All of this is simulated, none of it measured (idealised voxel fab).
process module | voxel wiring stack
cross-section cut | 250 nm wide | cells 5 nm
A cross-section is a grid of square cells, given in bands from the top down. A band is one or more rows of cells.
Each band's line starts with the height of the band's top and of its bottom, in nm. Then come its materials from left to right, each with its width in nm. One material with "throughout" fills the band from edge to edge. "air" is empty space.
Height 0 is the level under which the wafer as received is all one material. The lowest band goes on downwards, as in "0 down".
A width such as "30 to 40" changes by the same amount from each row of cells to the next, from the band's top row to its bottom row.
"no change" after a step means that no cell of the cross-section changed.
closed voids: empty space of 8 cells or more with no open way to the top, each as width x height at its distance from the left edge, in nm
after a step's settings: what the simulator itself notes on the step
overlay nm, on a step with a mask: how far to the right of its planned place the mask lay; to the left if negative
plan
1 op RECEIVE | material Si
2 op CONFORMAL_DEP | material SiO2 | thk nm 15
3 op CONFORMAL_DEP | material SiN | thk nm 5
4 op DIRECTIONAL_DEP | material lowk | thk nm 25
5 op DIRECTIONAL_DEP | material aC | thk nm 10
6 op PATTERN | tone open | mask id METAL_1 | material resist | width nm 25 | pitch nm 45 | thk nm 25 | overlay nm 0
7 op DIRECTIONAL_ETCH | etch materials aC | depth nm 10
8 op STRIP | etch materials resist
9 op DIRECTIONAL_ETCH | etch materials lowk | depth nm 25
10 op DIRECTIONAL_ETCH | etch materials SiN | depth nm 5
11 op STRIP | etch materials aC
12 op CONFORMAL_DEP | material TiN | thk nm 5
13 op FILL_DEP | material W | thk nm 10
14 op CMP | height nm 45
15 op CONFORMAL_DEP | material SiCN | thk nm 5
16 op DIRECTIONAL_DEP | material lowk | thk nm 20
17 op MASKED_ETCH | tone open | mask id PLUG_1 | width nm 15 | pitch nm 90 | etch materials lowk | depth nm 20 | overlay nm 0
18 op MASKED_ETCH | tone open | mask id PLUG_1 | width nm 15 | pitch nm 90 | etch materials SiCN | depth nm 5 | overlay nm 0
19 op EPI | material Ru | thk nm 10
20 op EPI | material Ru | thk nm 10
21 op EPI | material Ru | thk nm 5
22 op CONFORMAL_DEP | material SiN | thk nm 5
23 op DIRECTIONAL_DEP | material lowk | thk nm 25
24 op MASKED_ETCH | tone open | mask id METAL_2 | width nm 25 | pitch nm 45 | etch materials lowk | depth nm 25 | overlay nm 0
25 op MASKED_ETCH | tone open | mask id METAL_2 | width nm 25 | pitch nm 45 | etch materials SiN | depth nm 5 | overlay nm 0
26 op CONFORMAL_DEP | material TiN | thk nm 5
27 op FILL_DEP | material Ru | thk nm 10
28 op CMP | height nm 100
29 op CONFORMAL_DEP | material SiCN | thk nm 5
30 op DIRECTIONAL_DEP | material lowk | thk nm 5
31 op PATTERN | tone open | mask id PLUG_2 | material resist | width nm 15 | pitch nm 45 | thk nm 20 | overlay nm 0
32 op DIRECTIONAL_ETCH | etch materials lowk | depth nm 10
33 op DIRECTIONAL_ETCH | etch materials SiCN | depth nm 5
34 op STRIP | etch materials resist
35 op CONFORMAL_DEP | material TiN | thk nm 5
36 op FILL_DEP | material W | thk nm 10
37 op CMP | height nm 115
38 op DIRECTIONAL_DEP | material TiN | thk nm 5
39 op DIRECTIONAL_DEP | material W | thk nm 15
40 op DIRECTIONAL_DEP | material aC | thk nm 10
41 op PATTERN | tone cover | mask id METAL_3 | material resist | width nm 25 | pitch nm 45 | thk nm 30 | overlay nm 0
42 op DIRECTIONAL_ETCH | etch materials aC | depth nm 10
43 op STRIP | etch materials resist
44 op DIRECTIONAL_ETCH | etch materials W | depth nm 15
45 op DIRECTIONAL_ETCH | etch materials TiN | depth nm 5
46 op STRIP | etch materials aC
47 op FILL_DEP | material lowk | thk nm 10
48 op CMP | height nm 135
49 op CONFORMAL_DEP | material SiN | thk nm 5
varied across the wafers: thk nm of step 30. The plan shows the first wafer's value. All wafers start alike
first wafer as received, after step 1
  0 down: Si throughout
  closed voids: none
each wafer at the end: cells of each material gained (+) or lost (-) since it was received, then its closed voids
thk nm 5 | +90 Ru | +82 SiCN | +110 SiN | +150 SiO2 | +206 TiN | +128 W | +634 lowk | closed voids: none
thk nm 10 | +90 Ru | +82 SiCN | +110 SiN | +150 SiO2 | +168 TiN | +128 W | +672 lowk | closed voids: none
thk nm 15 | +90 Ru | +94 SiCN | +110 SiN | +150 SiO2 | +152 TiN | +120 W | +684 lowk | closed voids: none
thk nm 20 | +90 Ru | +94 SiCN | +110 SiN | +150 SiO2 | +140 TiN | +120 W | +696 lowk | closed voids: none
thk nm 25 | +90 Ru | +94 SiCN | +110 SiN | +150 SiO2 | +140 TiN | +120 W | +696 lowk | closed voids: none
